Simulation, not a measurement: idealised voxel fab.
Process module name: voxel wiring stack
Displayed cross-section: cut, width of 250 nm, square cells sized 5 nm.
Heads up, the way a cross-section reads in here is a grid of square cells, handed over as bands from the top down, with every band being one or more rows of cells. Heads up on the band format: heights come first, top then bottom, in nm. After that it's the materials left to right, each with its width in nm. A single material flagged "everywhere" fills the whole band edge to edge, and "air" means there's empty space there. Ref level 0: as-received wafer is one material below here. Bottom band extends down with no lower bound ("from 0 down"). Graded width ("30 to 40"): value in top row of band = first number; value in bottom row = second number; row-to-row change constant. "no modifications" after a step means that no cell of the cross-section changed. Entry "Sealed internal cavities". Content: empty spaces with no open connection to the top, size 8 cells or greater. Each: width x height at distance. Distance: from left edge. Unit: nm. Step line, after settings: the simulator's comment on this step. The setting "overlay nm" may be written on the line of a step. When the step uses a mask, the value reports how far to the right of the planned place the mask lay, and a negative value reports that it lay to the left.
-- So here's the lineup of process steps we planned
step 1: RECEIVE [material Si]
step 2: CONFORMAL_DEP [material SiO2] [thk nm 10]
step 3: DIRECTIONAL_DEP [material TiN] [thk nm 5]
step 4: DIRECTIONAL_DEP [material W] [thk nm 15]
step 5: DIRECTIONAL_DEP [material aC] [thk nm 10]
step 6: PATTERN [tone cover] [mask id METAL_1] [material resist] [width nm 30] [pitch nm 50] [thk nm 25] [overlay nm 0]
step 7: DIRECTIONAL_ETCH [etch materials aC] [depth nm 10]
step 8: STRIP [etch materials resist]
step 9: DIRECTIONAL_ETCH [etch materials W] [depth nm 15]
step 10: DIRECTIONAL_ETCH [etch materials TiN] [depth nm 5]
step 11: STRIP [etch materials aC]
step 12: FILL_DEP [material lowk] [thk nm 5]
step 13: CMP [height nm 30]
step 14: CONFORMAL_DEP [material SiCN] [thk nm 5]
step 15: DIRECTIONAL_DEP [material lowk] [thk nm 25]
step 16: DIRECTIONAL_DEP [material aC] [thk nm 10]
step 17: PATTERN [tone open] [mask id METAL_2] [material resist] [width nm 30] [pitch nm 50] [thk nm 25] [overlay nm 0]
step 18: DIRECTIONAL_ETCH [etch materials aC] [depth nm 10]
step 19: STRIP [etch materials resist]
step 20: DIRECTIONAL_ETCH [etch materials lowk] [depth nm 15]
step 21: STRIP [etch materials aC]
step 22: MASKED_ETCH [tone open] [mask id METAL_2_HOLES] [width nm 15] [pitch nm 50] [etch materials lowk] [depth nm 10] [overlay nm 0]
step 23: MASKED_ETCH [tone open] [mask id METAL_2_HOLES] [width nm 15] [pitch nm 50] [etch materials SiCN] [depth nm 5] [overlay nm 0]
step 24: CONFORMAL_DEP [material TiN] [thk nm 5]
step 25: FILL_DEP [material Cu] [thk nm 10]
step 26: CMP [height nm 60]
step 27: CONFORMAL_DEP [material SiCN] [thk nm 5]
step 28: DIRECTIONAL_DEP [material SiO2] [thk nm 15]
step 29: PATTERN [tone open] [mask id PLUG_2] [material resist] [width nm 15] [pitch nm 50] [thk nm 15] [overlay nm 0]
step 30: DIRECTIONAL_ETCH [etch materials SiO2] [depth nm 15]
step 31: DIRECTIONAL_ETCH [etch materials SiCN] [depth nm 5]
step 32: STRIP [etch materials resist]
step 33: EPI [material Ru] [thk nm 10]
step 34: EPI [material Ru] [thk nm 10]
step 35: DIRECTIONAL_DEP [material TiN] [thk nm 5]
step 36: DIRECTIONAL_DEP [material Ru] [thk nm 25]
step 37: MASKED_ETCH [tone cover] [mask id METAL_3] [width nm 30] [pitch nm 50] [etch materials Ru] [depth nm 25] [overlay nm 0]
step 38: MASKED_ETCH [tone cover] [mask id METAL_3] [width nm 30] [pitch nm 50] [etch materials TiN] [depth nm 5] [overlay nm 0]
step 39: CONFORMAL_DEP [material SiCN] [thk nm 5]
step 40: FILL_DEP [material lowk] [thk nm 5]
step 41: CMP [height nm 110]
step 42: CONFORMAL_DEP [material SiCN] [thk nm 5]
-- Wafer as received: cross-section following step 1
> from 0 down = Si everywhere
> Sealed internal cavities: none
-- Post-module cross-section: identical start and plan to those above, one misstep in execution
> from 115 to 110 = SiCN everywhere
> from 110 to 85 = lowk=55 | SiCN=5 | Ru=30 | SiCN=5 | lowk=10 | SiCN=5 | Ru=30 | SiCN=5 | lowk=10 | SiCN=5 | Ru=30 | SiCN=5 | lowk=55
> from 85 to 80 = lowk=55 | SiCN=5 | TiN=30 | SiCN=20 | TiN=30 | SiCN=20 | TiN=30 | SiCN=25 | lowk=35
> from 80 to 65 = lowk=55 | SiCN=5 | SiO2=15 | Ru=35 | SiO2=15 | Ru=35 | SiO2=15 | Ru=35 | SiCN=5 | lowk=35
> from 65 to 60 = SiCN=75 | Ru=35 | SiCN=15 | Ru=35 | SiCN=15 | Ru=35 | SiCN=40
> from 60 to 50 = lowk=60 | TiN=5 | Cu=20 | TiN=5 | lowk=20 | TiN=5 | Cu=20 | TiN=5 | lowk=20 | TiN=5 | Cu=20 | TiN=5 | lowk=60
> from 50 to 45 = lowk=60 | TiN=5 | Cu=5 | TiN=20 | lowk=20 | TiN=5 | Cu=5 | TiN=20 | lowk=20 | TiN=5 | Cu=5 | TiN=20 | lowk=60
> from 45 to 35 = lowk=60 | TiN=5 | Cu=5 | TiN=5 | lowk=35 | TiN=5 | Cu=5 | TiN=5 | lowk=35 | TiN=5 | Cu=5 | TiN=5 | lowk=75
> from 35 to 30 = SiCN=60 | TiN=15 | SiCN=35 | TiN=15 | SiCN=35 | TiN=15 | SiCN=75
> from 30 to 15 = lowk=60 | W=30 | lowk=20 | W=30 | lowk=20 | W=30 | lowk=60
> from 15 to 10 = lowk=60 | TiN=30 | lowk=20 | TiN=30 | lowk=20 | TiN=30 | lowk=60
> from 10 to 0 = SiO2 everywhere
> from 0 down = Si everywhere
> Sealed internal cavities: none
Against the plan, the run slipped here: step 29, actual vs plan mismatch, actual run PATTERN [tone cover] [mask id PLUG_2] [material resist] [width nm 15] [pitch nm 50] [thk nm 15] [overlay nm 0]
